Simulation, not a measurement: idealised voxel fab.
process module | voxel quadruple lines
cross-section cut | 290 nm wide | cells 5 nm
A cross-section is a grid of square cells, given in bands from the top down. A band is one or more rows of cells.
Each band's line starts with the height of the band's top and of its bottom, in nm. Then come its materials from left to right, each with its width in nm. One material with "throughout" fills the band from edge to edge. "air" is empty space.
Height 0 is the level under which the wafer as received is all one material. The lowest band goes on downwards, as in "0 down".
A width such as "30 to 40" changes by the same amount from each row of cells to the next, from the band's top row to its bottom row.
"no change" after a step means that no cell of the cross-section changed.
closed voids: empty space of 8 cells or more with no open way to the top, each as width x height at its distance from the left edge, in nm
after a step's settings: what the simulator itself notes on the step
overlay nm, on a step with a mask: how far to the right of its planned place the mask lay; to the left if negative
plan
1 op RECEIVE | material Si
2 op CONFORMAL_DEP | material Al2O3 | thk nm 5
3 op DIRECTIONAL_DEP | material W | thk nm 10
4 op DIRECTIONAL_DEP | material polySi | thk nm 15
5 op DIRECTIONAL_DEP | material aC | thk nm 20
6 op PATTERN | tone cover | mask id MANDREL | material resist | width nm 35 | pitch nm 100 | thk nm 30 | overlay nm 0
7 op DIRECTIONAL_ETCH | etch materials aC | depth nm 20
8 op STRIP | etch materials resist
9 op CONFORMAL_DEP | material SiO2 | thk nm 15
10 op DIRECTIONAL_ETCH | etch materials SiO2 | depth nm 15
11 op STRIP | etch materials aC
12 op DIRECTIONAL_ETCH | etch materials polySi | depth nm 15
13 op STRIP | etch materials SiO2
14 op CONFORMAL_DEP | material SiCN | thk nm 10
15 op DIRECTIONAL_ETCH | etch materials SiCN | depth nm 10
16 op STRIP | etch materials polySi
17 op DIRECTIONAL_ETCH | etch materials W | depth nm 10
18 op STRIP | etch materials SiCN
19 op FILL_DEP | material SiO2 | thk nm 5
20 op CMP | height nm 15
first wafer, as planned
as received, after step 1
  0 down: Si throughout
  closed voids: none
after step 2
  5 to 0: Al2O3 throughout
  below 0: unchanged
after step 3
  15 to 5: W throughout
  below 5: unchanged
after step 4
  30 to 15: polySi throughout
  below 15: unchanged
after step 5
  50 to 30: aC throughout
  below 30: unchanged
after step 6
  80 to 50: air 75 | resist 35 | air 65 | resist 35 | air 80
  below 50: unchanged
after step 7
  60 to 50: air 75 | resist 35 | air 65 | resist 35 | air 80
  50 to 30: air 75 | aC 35 | air 65 | aC 35 | air 80
  below 30: unchanged
after step 8
  50 to 30: air 75 | aC 35 | air 65 | aC 35 | air 80
  below 30: unchanged
after step 9
  65 to 50: air 60 | SiO2 65 | air 35 | SiO2 65 | air 65
  50 to 45: air 60 | SiO2 15 | aC 35 | SiO2 15 | air 35 | SiO2 15 | aC 35 | SiO2 15 | air 65
  45 to 30: SiO2 75 | aC 35 | SiO2 65 | aC 35 | SiO2 80
  below 30: unchanged
after step 10
  50 to 30: air 60 | SiO2 15 | aC 35 | SiO2 15 | air 35 | SiO2 15 | aC 35 | SiO2 15 | air 65
  below 30: unchanged
after step 11
  50 to 30: air 60 | SiO2 15 | air 35 | SiO2 15 | air 35 | SiO2 15 | air 35 | SiO2 15 | air 65
  below 30: unchanged
after step 12
  50 to 30: air 60 | SiO2 15 | air 35 | SiO2 15 | air 35 | SiO2 15 | air 35 | SiO2 15 | air 65
  30 to 15: air 60 | polySi 15 | air 35 | polySi 15 | air 35 | polySi 15 | air 35 | polySi 15 | air 65
  below 15: unchanged
after step 13
  30 to 15: air 60 | polySi 15 | air 35 | polySi 15 | air 35 | polySi 15 | air 35 | polySi 15 | air 65
  below 15: unchanged
after step 14
  40 to 30: air 50 | SiCN 35 | air 15 | SiCN 35 | air 15 | SiCN 35 | air 15 | SiCN 35 | air 55
  30 to 25: air 50 | SiCN 10 | polySi 15 | SiCN 10 | air 15 | SiCN 10 | polySi 15 | SiCN 10 | air 15 | SiCN 10 | polySi 15 | SiCN 10 | air 15 | SiCN 10 | polySi 15 | SiCN 10 | air 55
  25 to 15: SiCN 60 | polySi 15 | SiCN 35 | polySi 15 | SiCN 35 | polySi 15 | SiCN 35 | polySi 15 | SiCN 65
  below 15: unchanged
after step 15
  30 to 15: air 50 | SiCN 10 | polySi 15 | SiCN 10 | air 15 | SiCN 10 | polySi 15 | SiCN 10 | air 15 | SiCN 10 | polySi 15 | SiCN 10 | air 15 | SiCN 10 | polySi 15 | SiCN 10 | air 55
  below 15: unchanged
after step 16
  30 to 15: air 50 | SiCN 10 | air 15 | SiCN 10 | air 15 | SiCN 10 | air 15 | SiCN 10 | air 15 | SiCN 10 | air 15 | SiCN 10 | air 15 | SiCN 10 | air 15 | SiCN 10 | air 55
  below 15: unchanged
after step 17
  30 to 15: air 50 | SiCN 10 | air 15 | SiCN 10 | air 15 | SiCN 10 | air 15 | SiCN 10 | air 15 | SiCN 10 | air 15 | SiCN 10 | air 15 | SiCN 10 | air 15 | SiCN 10 | air 55
  15 to 5: air 50 | W 10 | air 15 | W 10 | air 15 | W 10 | air 15 | W 10 | air 15 | W 10 | air 15 | W 10 | air 15 | W 10 | air 15 | W 10 | air 55
  below 5: unchanged
after step 18
  15 to 5: air 50 | W 10 | air 15 | W 10 | air 15 | W 10 | air 15 | W 10 | air 15 | W 10 | air 15 | W 10 | air 15 | W 10 | air 15 | W 10 | air 55
  below 5: unchanged
after step 19
  20 to 15: SiO2 throughout
  15 to 5: SiO2 50 | W 10 | SiO2 15 | W 10 | SiO2 15 | W 10 | SiO2 15 | W 10 | SiO2 15 | W 10 | SiO2 15 | W 10 | SiO2 15 | W 10 | SiO2 15 | W 10 | SiO2 55
  below 5: unchanged
after step 20
  15 to 5: SiO2 50 | W 10 | SiO2 15 | W 10 | SiO2 15 | W 10 | SiO2 15 | W 10 | SiO2 15 | W 10 | SiO2 15 | W 10 | SiO2 15 | W 10 | SiO2 15 | W 10 | SiO2 55
  below 5: unchanged
second wafer: like start, like plan, one mistake. Through step 1 it matches the first wafer
when step 2 should have ended: no change
when step 3 should have ended
  10 to 0: W throughout
  below 0: unchanged
when step 4 should have ended
  25 to 10: polySi throughout
  below 10: unchanged
when step 5 should have ended
  45 to 25: aC throughout
  below 25: unchanged
when step 6 should have ended
  75 to 45: air 75 | resist 35 | air 65 | resist 35 | air 80
  below 45: unchanged
when step 7 should have ended
  55 to 45: air 75 | resist 35 | air 65 | resist 35 | air 80
  45 to 25: air 75 | aC 35 | air 65 | aC 35 | air 80
  below 25: unchanged
when step 8 should have ended
  45 to 25: air 75 | aC 35 | air 65 | aC 35 | air 80
  below 25: unchanged
when step 9 should have ended
  60 to 45: air 60 | SiO2 65 | air 35 | SiO2 65 | air 65
  45 to 40: air 60 | SiO2 15 | aC 35 | SiO2 15 | air 35 | SiO2 15 | aC 35 | SiO2 15 | air 65
  40 to 25: SiO2 75 | aC 35 | SiO2 65 | aC 35 | SiO2 80
  below 25: unchanged
when step 10 should have ended
  45 to 25: air 60 | SiO2 15 | aC 35 | SiO2 15 | air 35 | SiO2 15 | aC 35 | SiO2 15 | air 65
  below 25: unchanged
when step 11 should have ended
  45 to 25: air 60 | SiO2 15 | air 35 | SiO2 15 | air 35 | SiO2 15 | air 35 | SiO2 15 | air 65
  below 25: unchanged
when step 12 should have ended
  45 to 25: air 60 | SiO2 15 | air 35 | SiO2 15 | air 35 | SiO2 15 | air 35 | SiO2 15 | air 65
  25 to 10: air 60 | polySi 15 | air 35 | polySi 15 | air 35 | polySi 15 | air 35 | polySi 15 | air 65
  below 10: unchanged
when step 13 should have ended
  25 to 10: air 60 | polySi 15 | air 35 | polySi 15 | air 35 | polySi 15 | air 35 | polySi 15 | air 65
  below 10: unchanged
when step 14 should have ended
  35 to 25: air 50 | SiCN 35 | air 15 | SiCN 35 | air 15 | SiCN 35 | air 15 | SiCN 35 | air 55
  25 to 20: air 50 | SiCN 10 | polySi 15 | SiCN 10 | air 15 | SiCN 10 | polySi 15 | SiCN 10 | air 15 | SiCN 10 | polySi 15 | SiCN 10 | air 15 | SiCN 10 | polySi 15 | SiCN 10 | air 55
  20 to 10: SiCN 60 | polySi 15 | SiCN 35 | polySi 15 | SiCN 35 | polySi 15 | SiCN 35 | polySi 15 | SiCN 65
  below 10: unchanged
when step 15 should have ended
  25 to 10: air 50 | SiCN 10 | polySi 15 | SiCN 10 | air 15 | SiCN 10 | polySi 15 | SiCN 10 | air 15 | SiCN 10 | polySi 15 | SiCN 10 | air 15 | SiCN 10 | polySi 15 | SiCN 10 | air 55
  below 10: unchanged
when step 16 should have ended
  25 to 10: air 50 | SiCN 10 | air 15 | SiCN 10 | air 15 | SiCN 10 | air 15 | SiCN 10 | air 15 | SiCN 10 | air 15 | SiCN 10 | air 15 | SiCN 10 | air 15 | SiCN 10 | air 55
  below 10: unchanged
when step 17 should have ended
  25 to 10: air 50 | SiCN 10 | air 15 | SiCN 10 | air 15 | SiCN 10 | air 15 | SiCN 10 | air 15 | SiCN 10 | air 15 | SiCN 10 | air 15 | SiCN 10 | air 15 | SiCN 10 | air 55
  10 to 0: air 50 | W 10 | air 15 | W 10 | air 15 | W 10 | air 15 | W 10 | air 15 | W 10 | air 15 | W 10 | air 15 | W 10 | air 15 | W 10 | air 55
  below 0: unchanged
when step 18 should have ended
  10 to 0: air 50 | W 10 | air 15 | W 10 | air 15 | W 10 | air 15 | W 10 | air 15 | W 10 | air 15 | W 10 | air 15 | W 10 | air 15 | W 10 | air 55
  below 0: unchanged
when step 19 should have ended
  15 to 10: SiO2 throughout
  10 to 0: SiO2 50 | W 10 | SiO2 15 | W 10 | SiO2 15 | W 10 | SiO2 15 | W 10 | SiO2 15 | W 10 | SiO2 15 | W 10 | SiO2 15 | W 10 | SiO2 15 | W 10 | SiO2 55
  below 0: unchanged
when step 20 should have ended: no change
what went wrong: step 2 was left out
at the end the second wafer has, in cells: 58 fewer of Al2O3 | 58 more of SiO2
